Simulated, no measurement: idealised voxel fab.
process module | voxel double patterning
cross-section cut | 200 nm wide | cells 5 nm
A cross-section is a grid of square cells, given in bands from the top down. A band is one or more rows of cells.
Each band's line starts with the height of the band's top and of its bottom, in nm. Then come its materials from left to right, each with its width in nm. One material with "throughout" fills the band from edge to edge. "air" is empty space.
Height 0 is the level under which the wafer as received is all one material. The lowest band goes on downwards, as in "0 down".
A width such as "30 to 40" changes by the same amount from each row of cells to the next, from the band's top row to its bottom row.
"no change" after a step means that no cell of the cross-section changed.
closed voids: empty space of 8 cells or more with no open way to the top, each as width x height at its distance from the left edge, in nm
after a step's settings: what the simulator itself notes on the step
overlay nm, on a step with a mask: how far to the right of its planned place the mask lay; to the left if negative
plan
1 op RECEIVE | material Si
2 op CONFORMAL_DEP | material SiO2 | thk nm 10
3 op DIRECTIONAL_DEP | material W | thk nm 10
4 op DIRECTIONAL_DEP | material SiN | thk nm 10
5 op MASKED_ETCH | tone open | mask id FIRST | width nm 15 | pitch nm 50 | etch materials SiN | depth nm 10 | overlay nm 0
6 op MASKED_ETCH | tone open | mask id SECOND | width nm 15 | etch materials SiN | depth nm 10 | overlay nm 0
7 op DIRECTIONAL_ETCH | etch materials W | depth nm 10
8 op STRIP | etch materials SiN
as received, after step 1
  0 down: Si throughout
  closed voids: none
a wafer at the end: this start, this plan, one mistake
  20 to 10: SiO2 throughout
  10 to 0: W throughout
  0 down: Si throughout
  closed voids: none
what went wrong: steps 2 and 3 were swapped
